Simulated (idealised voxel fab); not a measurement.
A process module follows: voxel capacitor over wiring.
Square cell edge 5 nm, section width 155 nm, ID cut.
For the purposes of this document, a cross-section shall be understood as a grid of square cells, specified as bands listed in top-to-bottom order, each band consisting of one or more rows of cells.
It is stipulated that each band's entry specify, in nanometres, the height of the top of the band and then that of its bottom, followed by the materials of the band in left-to-right sequence, each together with its width in nanometres. A single material marked by the word "everywhere" is understood to fill the band from edge to edge; the word "air" is understood to denote empty space.
Convention: height 0 is the level below which the wafer, as received, is all one material. The lowest band does not terminate at the bottom but continues downward, represented as "0 down".
Read "30..40" as a graded width: first number on top, second number at the bottom, same change between each pair of neighbouring rows.
Take "no change" at face value: in the step it is given for, the cross-section changed in none of its cells.
"Catalogued sealed voids" means: voids of 8 cells or more that are shut off from the top with no open way through. Written width x height at distance, distance from the left edge, in nm.
On each step's line, the part that comes after the settings is the simulator's own comment on the step.
You can add "overlay nm" to a step's line. For a step with a mask, it describes how far the mask lay to the right of its planned position, and a negative number describes a lay to the left.
### Process steps foreseen in the plan
step 1: RECEIVE,material Si
step 2: CONFORMAL_DEP,material SiO2,thk nm 10
step 3: DIRECTIONAL_DEP,material TiN,thk nm 5
step 4: DIRECTIONAL_DEP,material Ru,thk nm 20
step 5: DIRECTIONAL_DEP,material aC,thk nm 10
step 6: PATTERN,tone cover,mask id METAL_1,material resist,width nm 25,pitch nm 95,thk nm 30,overlay nm 0
step 7: DIRECTIONAL_ETCH,etch materials aC,depth nm 10
step 8: STRIP,etch materials resist
step 9: DIRECTIONAL_ETCH,etch materials Ru,depth nm 20
step 10: DIRECTIONAL_ETCH,etch materials TiN,depth nm 5
step 11: STRIP,etch materials aC
step 12: CONFORMAL_DEP,material SiN,thk nm 5
step 13: FILL_DEP,material lowk,thk nm 5
step 14: CMP,height nm 35
step 15: CONFORMAL_DEP,material SiCN,thk nm 5
step 16: DIRECTIONAL_DEP,material lowk,thk nm 15
step 17: PATTERN,tone open,mask id PLUG_1,material resist,width nm 15,thk nm 15,overlay nm 0
step 18: DIRECTIONAL_ETCH,etch materials lowk,depth nm 15
step 19: DIRECTIONAL_ETCH,etch materials SiCN,depth nm 5
step 20: STRIP,etch materials resist
step 21: EPI,material Ru,thk nm 10
step 22: EPI,material Ru,thk nm 10
step 23: DIRECTIONAL_DEP,material TiN,thk nm 5
step 24: DIRECTIONAL_DEP,material Al2O3,thk nm 5
step 25: DIRECTIONAL_DEP,material TiN,thk nm 10
step 26: PATTERN,tone cover,mask id UPPER_PLATE,material resist,width nm 75,thk nm 20,overlay nm 0
step 27: DIRECTIONAL_ETCH,etch materials TiN,depth nm 10
step 28: DIRECTIONAL_ETCH,etch materials Al2O3,depth nm 5
step 29: STRIP,etch materials resist
step 30: PATTERN,tone cover,mask id LOWER_PLATE,material resist,width nm 85,thk nm 20,overlay nm 0
step 31: DIRECTIONAL_ETCH,etch materials TiN,depth nm 5
step 32: STRIP,etch materials resist
step 33: FILL_DEP,material SiO2,thk nm 15
step 34: CMP,height nm 85
step 35: DIRECTIONAL_DEP,material aC,thk nm 10
step 36: PATTERN,tone open,mask id PLUG_2,material resist,width nm 15,thk nm 25,overlay nm 0
step 37: DIRECTIONAL_ETCH,etch materials aC,depth nm 10
step 38: STRIP,etch materials resist
step 39: DIRECTIONAL_ETCH,etch materials SiO2,depth nm 10
step 40: STRIP,etch materials aC
step 41: CONFORMAL_DEP,material TiN,thk nm 5
step 42: FILL_DEP,material Ru,thk nm 10
step 43: CMP,height nm 85
step 44: CONFORMAL_DEP,material SiCN,thk nm 5
### The following pertains to the first of two wafers, which was processed as planned
### Delivered wafer in cross-section: state after step 1
- 0 down: Si everywhere
- Catalogued sealed voids: none
### You're looking at a cross-section of the wafer after step 2
- 10 to 0: SiO2 everywhere
- Anything lower than 0 is untouched.
### You're looking at a cross-section of the wafer after step 3
- 15 to 10: TiN everywhere
- Anything lower than 10 is untouched.
### You're looking at a cross-section of the wafer after step 4
- 35 to 15: Ru everywhere
- Anything lower than 15 is untouched.
### You're looking at a cross-section of the wafer after step 5
- 45 to 35: aC everywhere
- Anything lower than 35 is untouched.
### You're looking at a cross-section of the wafer after step 6
- 75 to 45: 15 air | 25 resist | 70 air | 25 resist | 20 air
- Anything lower than 45 is untouched.
### You're looking at a cross-section of the wafer after step 7
- 65 to 45: 15 air | 25 resist | 70 air | 25 resist | 20 air
- 45 to 35: 15 air | 25 aC | 70 air | 25 aC | 20 air
- Anything lower than 35 is untouched.
### You're looking at a cross-section of the wafer after step 8
- 45 to 35: 15 air | 25 aC | 70 air | 25 aC | 20 air
- Anything lower than 35 is untouched.
### You're looking at a cross-section of the wafer after step 9
- 45 to 35: 15 air | 25 aC | 70 air | 25 aC | 20 air
- 35 to 15: 15 air | 25 Ru | 70 air | 25 Ru | 20 air
- Anything lower than 15 is untouched.
### You're looking at a cross-section of the wafer after step 10
- 45 to 35: 15 air | 25 aC | 70 air | 25 aC | 20 air
- 35 to 15: 15 air | 25 Ru | 70 air | 25 Ru | 20 air
- 15 to 10: 15 air | 25 TiN | 70 air | 25 TiN | 20 air
- Anything lower than 10 is untouched.
### You're looking at a cross-section of the wafer after step 11
- 35 to 15: 15 air | 25 Ru | 70 air | 25 Ru | 20 air
- Anything lower than 15 is untouched.
### You're looking at a cross-section of the wafer after step 12
- 40 to 35: 10 air | 35 SiN | 60 air | 35 SiN | 15 air
- 35 to 15: 10 air | 5 SiN | 25 Ru | 5 SiN | 60 air | 5 SiN | 25 Ru | 5 SiN | 15 air
- 15 to 10: 15 SiN | 25 TiN | 70 SiN | 25 TiN | 20 SiN
- Anything lower than 10 is untouched.
### You're looking at a cross-section of the wafer after step 13
- 45 to 40: lowk everywhere
- 40 to 35: 10 lowk | 35 SiN | 60 lowk | 35 SiN | 15 lowk
- 35 to 15: 10 lowk | 5 SiN | 25 Ru | 5 SiN | 60 lowk | 5 SiN | 25 Ru | 5 SiN | 15 lowk
- Anything lower than 15 is untouched.
### You're looking at a cross-section of the wafer after step 14
- 35 to 15: 10 lowk | 5 SiN | 25 Ru | 5 SiN | 60 lowk | 5 SiN | 25 Ru | 5 SiN | 15 lowk
- Anything lower than 15 is untouched.
### You're looking at a cross-section of the wafer after step 15
- 40 to 35: SiCN everywhere
- Anything lower than 35 is untouched.
### You're looking at a cross-section of the wafer after step 16
- 55 to 40: lowk everywhere
- Anything lower than 40 is untouched.
### You're looking at a cross-section of the wafer after step 17
- 70 to 55: 25 resist | 15 air | 115 resist
- Anything lower than 55 is untouched.
### You're looking at a cross-section of the wafer after step 18
- 70 to 55: 25 resist | 15 air | 115 resist
- 55 to 40: 25 lowk | 15 air | 115 lowk
- Anything lower than 40 is untouched.
### You're looking at a cross-section of the wafer after step 19
- 70 to 55: 25 resist | 15 air | 115 resist
- 55 to 40: 25 lowk | 15 air | 115 lowk
- 40 to 35: 25 SiCN | 15 air | 115 SiCN
- Anything lower than 35 is untouched.
### You're looking at a cross-section of the wafer after step 20
- 55 to 40: 25 lowk | 15 air | 115 lowk
- Anything lower than 40 is untouched.
### You're looking at a cross-section of the wafer after step 21
- 55 to 45: 25 lowk | 15 air | 115 lowk
- 45 to 40: 25 lowk | 15 Ru | 115 lowk
- 40 to 35: 25 SiCN | 15 Ru | 115 SiCN
- Anything lower than 35 is untouched.
### You're looking at a cross-section of the wafer after step 22
- 55 to 40: 25 lowk | 15 Ru | 115 lowk
- Anything lower than 40 is untouched.
### You're looking at a cross-section of the wafer after step 23
- 60 to 55: TiN everywhere
- Anything lower than 55 is untouched.
### You're looking at a cross-section of the wafer after step 24
- 65 to 60: Al2O3 everywhere
- Anything lower than 60 is untouched.
### You're looking at a cross-section of the wafer after step 25
- 75 to 65: TiN everywhere
- Anything lower than 65 is untouched.
### You're looking at a cross-section of the wafer after step 26
- 95 to 75: 25 air | 75 resist | 55 air
- Anything lower than 75 is untouched.
### You're looking at a cross-section of the wafer after step 27
- 95 to 75: 25 air | 75 resist | 55 air
- 75 to 65: 25 air | 75 TiN | 55 air
- Anything lower than 65 is untouched.
### You're looking at a cross-section of the wafer after step 28
- 95 to 75: 25 air | 75 resist | 55 air
- 75 to 65: 25 air | 75 TiN | 55 air
- 65 to 60: 25 air | 75 Al2O3 | 55 air
- Anything lower than 60 is untouched.
### You're looking at a cross-section of the wafer after step 29
- 75 to 65: 25 air | 75 TiN | 55 air
- Anything lower than 65 is untouched.
### You're looking at a cross-section of the wafer after step 30
- 95 to 75: 20 air | 85 resist | 50 air
- 75 to 65: 20 air | 5 resist | 75 TiN | 5 resist | 50 air
- 65 to 60: 20 air | 5 resist | 75 Al2O3 | 5 resist | 50 air
- Anything lower than 60 is untouched.
### You're looking at a cross-section of the wafer after step 31
- 95 to 75: 20 air | 85 resist | 50 air
- 75 to 65: 20 air | 5 resist | 75 TiN | 5 resist | 50 air
- 65 to 60: 20 air | 5 resist | 75 Al2O3 | 5 resist | 50 air
- 60 to 55: 20 air | 85 TiN | 50 air
- Anything lower than 55 is untouched.
### You're looking at a cross-section of the wafer after step 32
- 75 to 65: 25 air | 75 TiN | 55 air
- 65 to 60: 25 air | 75 Al2O3 | 55 air
- Anything lower than 60 is untouched.
### You're looking at a cross-section of the wafer after step 33
- 90 to 75: SiO2 everywhere
- 75 to 65: 25 SiO2 | 75 TiN | 55 SiO2
- 65 to 60: 25 SiO2 | 75 Al2O3 | 55 SiO2
- 60 to 55: 20 SiO2 | 85 TiN | 50 SiO2
- Anything lower than 55 is untouched.
### You're looking at a cross-section of the wafer after step 34
- 85 to 75: SiO2 everywhere
- Anything lower than 75 is untouched.
### You're looking at a cross-section of the wafer after step 35
- 95 to 85: aC everywhere
- Anything lower than 85 is untouched.
### You're looking at a cross-section of the wafer after step 36
- 120 to 95: 35 resist | 15 air | 105 resist
- Anything lower than 95 is untouched.
### You're looking at a cross-section of the wafer after step 37
- 110 to 95: 35 resist | 15 air | 105 resist
- 95 to 85: 35 aC | 15 air | 105 aC
- Anything lower than 85 is untouched.
### You're looking at a cross-section of the wafer after step 38
- 95 to 85: 35 aC | 15 air | 105 aC
- Anything lower than 85 is untouched.
### You're looking at a cross-section of the wafer after step 39
- 95 to 85: 35 aC | 15 air | 105 aC
- 85 to 75: 35 SiO2 | 15 air | 105 SiO2
- Anything lower than 75 is untouched.
### You're looking at a cross-section of the wafer after step 40
- 85 to 75: 35 SiO2 | 15 air | 105 SiO2
- Anything lower than 75 is untouched.
### You're looking at a cross-section of the wafer after step 41
- 90 to 85: 40 TiN | 5 air | 110 TiN
- 85 to 80: 35 SiO2 | 5 TiN | 5 air | 5 TiN | 105 SiO2
- 80 to 75: 35 SiO2 | 15 TiN | 105 SiO2
- Anything lower than 75 is untouched.
### You're looking at a cross-section of the wafer after step 42
- 100 to 90: Ru everywhere
- 90 to 85: 40 TiN | 5 Ru | 110 TiN
- 85 to 80: 35 SiO2 | 5 TiN | 5 Ru | 5 TiN | 105 SiO2
- Anything lower than 80 is untouched.
### You're looking at a cross-section of the wafer after step 43
- 85 to 80: 35 SiO2 | 5 TiN | 5 Ru | 5 TiN | 105 SiO2
- Anything lower than 80 is untouched.
### You're looking at a cross-section of the wafer after step 44
- 90 to 85: SiCN everywhere
- Anything lower than 85 is untouched.
### Second wafer - shared start and plan with the first - one error in running - same as the first up to step 41 inclusive
### Cross-sectional representation of the second wafer at the time designated in the plan for the completion of step 42
- 100 to 90: Al2O3 everywhere
- 90 to 85: 40 TiN | 5 Al2O3 | 110 TiN
- 85 to 80: 35 SiO2 | 5 TiN | 5 Al2O3 | 5 TiN | 105 SiO2
- Anything lower than 80 is untouched.
### Cross-sectional representation of the second wafer at the time designated in the plan for the completion of step 43
- 85 to 80: 35 SiO2 | 5 TiN | 5 Al2O3 | 5 TiN | 105 SiO2
- Anything lower than 80 is untouched.
### Cross-sectional representation of the second wafer at the time designated in the plan for the completion of step 44
- 90 to 85: SiCN everywhere
- Anything lower than 85 is untouched.
The plan and the run diverged here: planned and actual differ for step 42; actual: FILL_DEP,material Al2O3,thk nm 10
Final wafer comparison in cells, second versus first, more or fewer per material: Al2O3: 1 more; Ru: 1 fewer
